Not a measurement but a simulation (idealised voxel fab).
process module | voxel fin reveal
cross-section cut | 175 nm wide | cells 5 nm
A cross-section is a grid of square cells, given in bands from the top down. A band is one or more rows of cells.
Each band's line starts with the height of the band's top and of its bottom, in nm. Then come its materials from left to right, each with its width in nm. One material with "throughout" fills the band from edge to edge. "air" is empty space.
Height 0 is the level under which the wafer as received is all one material. The lowest band goes on downwards, as in "0 down".
A width such as "30 to 40" changes by the same amount from each row of cells to the next, from the band's top row to its bottom row.
"no change" after a step means that no cell of the cross-section changed.
closed voids: empty space of 8 cells or more with no open way to the top, each as width x height at its distance from the left edge, in nm
after a step's settings: what the simulator itself notes on the step
overlay nm, on a step with a mask: how far to the right of its planned place the mask lay; to the left if negative
plan
1 op RECEIVE | material Si
2 op CONFORMAL_DEP | material SiN | thk nm 5
3 op MASKED_ETCH | tone cover | mask id FINS | width nm 15 | pitch nm 40 | etch materials SiN | depth nm 5 | overlay nm 0
4 op MASKED_ETCH | tone cover | mask id FINS | width nm 15 | pitch nm 40 | etch materials Si | depth nm 30 | overlay nm 0
5 op FILL_DEP | material SiO2 | thk nm 10
6 op CMP | height nm 5
7 op SELECTIVE_ETCH | etch materials SiO2 | depth nm 15
8 op STRIP | etch materials SiN
varied across the wafers: depth nm of step 7. The plan shows the first wafer's value. All wafers start alike
first wafer as received, after step 1
  0 down: Si throughout
  closed voids: none
each wafer at the end: cells of each material gained (+) or lost (-) since it was received, then its closed voids
depth nm 15 | -156 Si | +104 SiO2 | closed voids: none
depth nm 20 | -156 Si | +78 SiO2 | closed voids: none
depth nm 25 | -156 Si | +52 SiO2 | closed voids: none
depth nm 30 | -156 Si | +26 SiO2 | closed voids: none
depth nm 35 | -156 Si | closed voids: none
depth nm 40 | -156 Si | closed voids: none
